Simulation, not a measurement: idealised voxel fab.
process module | voxel capacitor over wiring
cross-section cut | 285 nm wide | cells 5 nm
A cross-section is a grid of square cells, given in bands from the top down. A band is one or more rows of cells.
Each band's line starts with the height of the band's top and of its bottom, in nm. Then come its materials from left to right, each with its width in nm. One material with "throughout" fills the band from edge to edge. "air" is empty space.
Height 0 is the level under which the wafer as received is all one material. The lowest band goes on downwards, as in "0 down".
A width such as "30 to 40" changes by the same amount from each row of cells to the next, from the band's top row to its bottom row.
"no change" after a step means that no cell of the cross-section changed.
closed voids: empty space of 8 cells or more with no open way to the top, each as width x height at its distance from the left edge, in nm
after a step's settings: what the simulator itself notes on the step
overlay nm, on a step with a mask: how far to the right of its planned place the mask lay; to the left if negative
plan
1 op RECEIVE | material Si
2 op CONFORMAL_DEP | material SiO2 | thk nm 15
3 op CONFORMAL_DEP | material SiN | thk nm 5
4 op DIRECTIONAL_DEP | material SiO2 | thk nm 20
5 op MASKED_ETCH | tone open | mask id METAL_1 | width nm 25 | pitch nm 80 | etch materials SiO2 | depth nm 20 | overlay nm 0
6 op MASKED_ETCH | tone open | mask id METAL_1 | width nm 25 | pitch nm 80 | etch materials SiN | depth nm 5 | overlay nm 0
7 op CONFORMAL_DEP | material TiN | thk nm 5
8 op FILL_DEP | material W | thk nm 5
9 op CMP | height nm 40
10 op CONFORMAL_DEP | material SiCN | thk nm 5
11 op DIRECTIONAL_DEP | material SiO2 | thk nm 20
12 op PATTERN | tone open | mask id PLUG_1 | material resist | width nm 15 | thk nm 20 | overlay nm 0
13 op DIRECTIONAL_ETCH | etch materials SiO2 | depth nm 20
14 op DIRECTIONAL_ETCH | etch materials SiCN | depth nm 5
15 op STRIP | etch materials resist
16 op CONFORMAL_DEP | material TiN | thk nm 5
17 op FILL_DEP | material Ru | thk nm 10
18 op CMP | height nm 65
19 op DIRECTIONAL_DEP | material TiN | thk nm 5
20 op DIRECTIONAL_DEP | material HfO2 | thk nm 5
21 op DIRECTIONAL_DEP | material TiN | thk nm 5
22 op DIRECTIONAL_DEP | material aC | thk nm 15
23 op PATTERN | tone cover | mask id UPPER_PLATE | material resist | width nm 60 | thk nm 35 | overlay nm 0
24 op DIRECTIONAL_ETCH | etch materials aC | depth nm 15
25 op STRIP | etch materials resist
26 op DIRECTIONAL_ETCH | etch materials TiN | depth nm 5
27 op DIRECTIONAL_ETCH | etch materials HfO2 | depth nm 5
28 op STRIP | etch materials aC
29 op DIRECTIONAL_DEP | material aC | thk nm 15
30 op PATTERN | tone cover | mask id LOWER_PLATE | material resist | width nm 70 | thk nm 30 | overlay nm 0
31 op DIRECTIONAL_ETCH | etch materials aC | depth nm 15
32 op STRIP | etch materials resist
33 op DIRECTIONAL_ETCH | etch materials TiN | depth nm 5
34 op STRIP | etch materials aC
35 op FILL_DEP | material SiO2 | thk nm 20
36 op CMP | height nm 95
37 op PATTERN | tone open | mask id PLUG_2 | material resist | width nm 15 | thk nm 20 | overlay nm 0
38 op DIRECTIONAL_ETCH | etch materials SiO2 | depth nm 15
39 op STRIP | etch materials resist
40 op CONFORMAL_DEP | material TiN | thk nm 5
41 op FILL_DEP | material Cu | thk nm 10
42 op CMP | height nm 95
43 op CONFORMAL_DEP | material SiN | thk nm 5
first wafer, as planned
as received, after step 1
  0 down: Si throughout
  closed voids: none
after step 2
  15 to 0: SiO2 throughout
  below 0: unchanged
after step 3
  20 to 15: SiN throughout
  below 15: unchanged
after step 4
  40 to 20: SiO2 throughout
  below 20: unchanged
after step 5
  40 to 20: SiO2 90 | air 25 | SiO2 55 | air 25 | SiO2 90
  below 20: unchanged
after step 6
  40 to 20: SiO2 90 | air 25 | SiO2 55 | air 25 | SiO2 90
  20 to 15: SiN 90 | air 25 | SiN 55 | air 25 | SiN 90
  below 15: unchanged
after step 7
  45 to 40: TiN 95 | air 15 | TiN 65 | air 15 | TiN 95
  40 to 20: SiO2 90 | TiN 5 | air 15 | TiN 5 | SiO2 55 | TiN 5 | air 15 | TiN 5 | SiO2 90
  20 to 15: SiN 90 | TiN 25 | SiN 55 | TiN 25 | SiN 90
  below 15: unchanged
after step 8
  50 to 45: W throughout
  45 to 40: TiN 95 | W 15 | TiN 65 | W 15 | TiN 95
  40 to 20: SiO2 90 | TiN 5 | W 15 | TiN 5 | SiO2 55 | TiN 5 | W 15 | TiN 5 | SiO2 90
  below 20: unchanged
after step 9
  40 to 20: SiO2 90 | TiN 5 | W 15 | TiN 5 | SiO2 55 | TiN 5 | W 15 | TiN 5 | SiO2 90
  below 20: unchanged
after step 10
  45 to 40: SiCN throughout
  below 40: unchanged
after step 11
  65 to 45: SiO2 throughout
  below 45: unchanged
after step 12
  85 to 65: resist 100 | air 15 | resist 170
  below 65: unchanged
after step 13
  85 to 65: resist 100 | air 15 | resist 170
  65 to 45: SiO2 100 | air 15 | SiO2 170
  below 45: unchanged
after step 14
  85 to 65: resist 100 | air 15 | resist 170
  65 to 45: SiO2 100 | air 15 | SiO2 170
  45 to 40: SiCN 100 | air 15 | SiCN 170
  below 40: unchanged
after step 15
  65 to 45: SiO2 100 | air 15 | SiO2 170
  below 45: unchanged
after step 16
  70 to 65: TiN 105 | air 5 | TiN 175
  65 to 45: SiO2 100 | TiN 5 | air 5 | TiN 5 | SiO2 170
  45 to 40: SiCN 100 | TiN 15 | SiCN 170
  below 40: unchanged
after step 17
  80 to 70: Ru throughout
  70 to 65: TiN 105 | Ru 5 | TiN 175
  65 to 45: SiO2 100 | TiN 5 | Ru 5 | TiN 5 | SiO2 170
  below 45: unchanged
after step 18
  65 to 45: SiO2 100 | TiN 5 | Ru 5 | TiN 5 | SiO2 170
  below 45: unchanged
after step 19
  70 to 65: TiN throughout
  below 65: unchanged
after step 20
  75 to 70: HfO2 throughout
  below 70: unchanged
after step 21
  80 to 75: TiN throughout
  below 75: unchanged
after step 22
  95 to 80: aC throughout
  below 80: unchanged
after step 23
  130 to 95: air 100 | resist 60 | air 125
  below 95: unchanged
after step 24
  115 to 95: air 100 | resist 60 | air 125
  95 to 80: air 100 | aC 60 | air 125
  below 80: unchanged
after step 25
  95 to 80: air 100 | aC 60 | air 125
  below 80: unchanged
after step 26
  95 to 80: air 100 | aC 60 | air 125
  80 to 75: air 100 | TiN 60 | air 125
  below 75: unchanged
after step 27
  95 to 80: air 100 | aC 60 | air 125
  80 to 75: air 100 | TiN 60 | air 125
  75 to 70: air 100 | HfO2 60 | air 125
  below 70: unchanged
after step 28
  80 to 75: air 100 | TiN 60 | air 125
  below 75: unchanged
after step 29
  95 to 85: air 100 | aC 60 | air 125
  85 to 80: aC throughout
  80 to 75: aC 100 | TiN 60 | aC 125
  75 to 70: aC 100 | HfO2 60 | aC 125
  below 70: unchanged
after step 30
  125 to 95: air 95 | resist 70 | air 120
  95 to 85: air 95 | resist 5 | aC 60 | resist 5 | air 120
  below 85: unchanged
after step 31
  110 to 95: air 95 | resist 70 | air 120
  95 to 85: air 95 | resist 5 | aC 60 | resist 5 | air 120
  85 to 80: air 95 | aC 70 | air 120
  80 to 75: air 95 | aC 5 | TiN 60 | aC 5 | air 120
  75 to 70: air 95 | aC 5 | HfO2 60 | aC 5 | air 120
  below 70: unchanged
after step 32
  95 to 85: air 100 | aC 60 | air 125
  below 85: unchanged
after step 33
  95 to 85: air 100 | aC 60 | air 125
  85 to 80: air 95 | aC 70 | air 120
  80 to 75: air 95 | aC 5 | TiN 60 | aC 5 | air 120
  75 to 70: air 95 | aC 5 | HfO2 60 | aC 5 | air 120
  70 to 65: air 95 | TiN 70 | air 120
  below 65: unchanged
after step 34
  80 to 75: air 100 | TiN 60 | air 125
  75 to 70: air 100 | HfO2 60 | air 125
  below 70: unchanged
after step 35
  100 to 80: SiO2 throughout
  80 to 75: SiO2 100 | TiN 60 | SiO2 125
  75 to 70: SiO2 100 | HfO2 60 | SiO2 125
  70 to 65: SiO2 95 | TiN 70 | SiO2 120
  below 65: unchanged
after step 36
  95 to 80: SiO2 throughout
  below 80: unchanged
after step 37
  115 to 95: resist 110 | air 15 | resist 160
  below 95: unchanged
after step 38
  115 to 95: resist 110 | air 15 | resist 160
  95 to 80: SiO2 110 | air 15 | SiO2 160
  below 80: unchanged
after step 39
  95 to 80: SiO2 110 | air 15 | SiO2 160
  below 80: unchanged
after step 40
  100 to 95: TiN 115 | air 5 | TiN 165
  95 to 85: SiO2 110 | TiN 5 | air 5 | TiN 5 | SiO2 160
  85 to 75: SiO2 110 to 100 | TiN 15 to 60 | SiO2 160 to 125
  below 75: unchanged
after step 41
  110 to 100: Cu throughout
  100 to 95: TiN 115 | Cu 5 | TiN 165
  95 to 85: SiO2 110 | TiN 5 | Cu 5 | TiN 5 | SiO2 160
  below 85: unchanged
after step 42
  95 to 85: SiO2 110 | TiN 5 | Cu 5 | TiN 5 | SiO2 160
  below 85: unchanged
after step 43
  100 to 95: SiN throughout
  below 95: unchanged
second wafer: like start, like plan, one mistake. Through step 22 it matches the first wafer
when step 23 should have ended
  130 to 95: air 95 | resist 70 | air 120
  below 95: unchanged
when step 24 should have ended
  115 to 95: air 95 | resist 70 | air 120
  95 to 80: air 95 | aC 70 | air 120
  below 80: unchanged
when step 25 should have ended
  95 to 80: air 95 | aC 70 | air 120
  below 80: unchanged
when step 26 should have ended
  95 to 80: air 95 | aC 70 | air 120
  80 to 75: air 95 | TiN 70 | air 120
  below 75: unchanged
when step 27 should have ended
  95 to 80: air 95 | aC 70 | air 120
  80 to 75: air 95 | TiN 70 | air 120
  75 to 70: air 95 | HfO2 70 | air 120
  below 70: unchanged
when step 28 should have ended
  80 to 75: air 95 | TiN 70 | air 120
  below 75: unchanged
when step 29 should have ended
  95 to 85: air 95 | aC 70 | air 120
  85 to 80: aC throughout
  80 to 75: aC 95 | TiN 70 | aC 120
  75 to 70: aC 95 | HfO2 70 | aC 120
  below 70: unchanged
when step 30 should have ended
  125 to 95: air 95 | resist 70 | air 120
  below 95: unchanged
when step 31 should have ended
  110 to 95: air 95 | resist 70 | air 120
  95 to 80: air 95 | aC 70 | air 120
  80 to 75: air 95 | TiN 70 | air 120
  75 to 70: air 95 | HfO2 70 | air 120
  below 70: unchanged
when step 32 should have ended
  95 to 80: air 95 | aC 70 | air 120
  below 80: unchanged
when step 33 should have ended
  95 to 80: air 95 | aC 70 | air 120
  80 to 75: air 95 | TiN 70 | air 120
  75 to 70: air 95 | HfO2 70 | air 120
  70 to 65: air 95 | TiN 70 | air 120
  below 65: unchanged
when step 34 should have ended
  80 to 75: air 95 | TiN 70 | air 120
  below 75: unchanged
when step 35 should have ended
  100 to 80: SiO2 throughout
  80 to 75: SiO2 95 | TiN 70 | SiO2 120
  75 to 70: SiO2 95 | HfO2 70 | SiO2 120
  70 to 65: SiO2 95 | TiN 70 | SiO2 120
  below 65: unchanged
when step 36 should have ended
  95 to 80: SiO2 throughout
  below 80: unchanged
when step 37 should have ended
  115 to 95: resist 110 | air 15 | resist 160
  below 95: unchanged
when step 38 should have ended
  115 to 95: resist 110 | air 15 | resist 160
  95 to 80: SiO2 110 | air 15 | SiO2 160
  below 80: unchanged
when step 39 should have ended
  95 to 80: SiO2 110 | air 15 | SiO2 160
  below 80: unchanged
when step 40 should have ended
  100 to 95: TiN 115 | air 5 | TiN 165
  95 to 85: SiO2 110 | TiN 5 | air 5 | TiN 5 | SiO2 160
  85 to 75: SiO2 110 to 95 | TiN 15 to 70 | SiO2 160 to 120
  below 75: unchanged
when step 41 should have ended
  110 to 100: Cu throughout
  100 to 95: TiN 115 | Cu 5 | TiN 165
  95 to 85: SiO2 110 | TiN 5 | Cu 5 | TiN 5 | SiO2 160
  below 85: unchanged
when step 42 should have ended
  95 to 85: SiO2 110 | TiN 5 | Cu 5 | TiN 5 | SiO2 160
  below 85: unchanged
when step 43 should have ended
  100 to 95: SiN throughout
  below 95: unchanged
what went wrong: step 23 ran as: op PATTERN | tone cover | mask id UPPER_PLATE | material resist | width nm 70 | thk nm 35 | overlay nm 0
at the end the second wafer has, in cells: 2 more of HfO2 | 4 fewer of SiO2 | 2 more of TiN
